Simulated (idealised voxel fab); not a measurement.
The document below concerns the process module designated voxel lift off.
The figure presents cross-section cut, which has a width of 145 nm and is divided into square cells with an edge length of 5 nm.
Cross-section spec: square-cell grid; bands listed top down; each band is one or more rows.
First you get the band's top height and its bottom height, in nm, and then the materials it's made of, left to right, with each width in nm. If you see a single material with "edge to edge", that one covers the band edge to edge. "empty" is empty space.
Where do heights start? At 0: under that level the wafer as delivered is made of one material only. And the lowest band has no floor; it just carries on downward, as in "0 and below".
Think of "30 to 40" as a width that walks from the first number to the second as you go down the band, top row to bottom row, taking equal-sized steps from row to row.
The cross-section has no changed cell in any step marked "no modifications".
The label "Enclosed voids" introduces a list of the empty spaces, 8 cells or larger, that have no open way up to the top; each entry in it reads width x height at distance, where the distance is taken from the left edge and all three are stated in nm.
Step line, after settings: the simulator's comment on this step.
You can add "overlay nm" to a step's line. For a step with a mask, it describes how far the mask lay to the right of its planned position, and a negative number describes a lay to the left.
# plan
1. RECEIVE: material Si
2. CONFORMAL_DEP: material SiO2, thk nm 15
3. PATTERN: tone open, mask id LINES, material resist, width nm 20, pitch nm 50, thk nm 20, overlay nm -15
4. DIRECTIONAL_DEP: material Ru, thk nm 10
5. STRIP: etch materials resist
6. CONFORMAL_DEP: material SiN, thk nm 10
Be aware that, although all wafers share a common starting state, the overlay nm at step 3 differs among them, and the plan displays the first wafer's value.
# Incoming state of the first of several wafers in cross-section: after step 1
	0 and below  Si edge to edge
	Enclosed voids: none
# The following table contains a row per wafer, in which are reported, at the conclusion of the module, the cells of each material gained (+) or lost (-) since the wafer's receipt, with its closed voids given thereafter
overlay nm -15; +16 Ru; +74 SiN; +87 SiO2; Enclosed voids: none
overlay nm -10; +16 Ru; +74 SiN; +87 SiO2; Enclosed voids: none
overlay nm -5; +16 Ru; +74 SiN; +87 SiO2; Enclosed voids: none
overlay nm 0; +16 Ru; +74 SiN; +87 SiO2; Enclosed voids: none
overlay nm 5; +16 Ru; +74 SiN; +87 SiO2; Enclosed voids: none
overlay nm 10; +16 Ru; +74 SiN; +87 SiO2; Enclosed voids: none
overlay nm 15; +16 Ru; +74 SiN; +87 SiO2; Enclosed voids: none
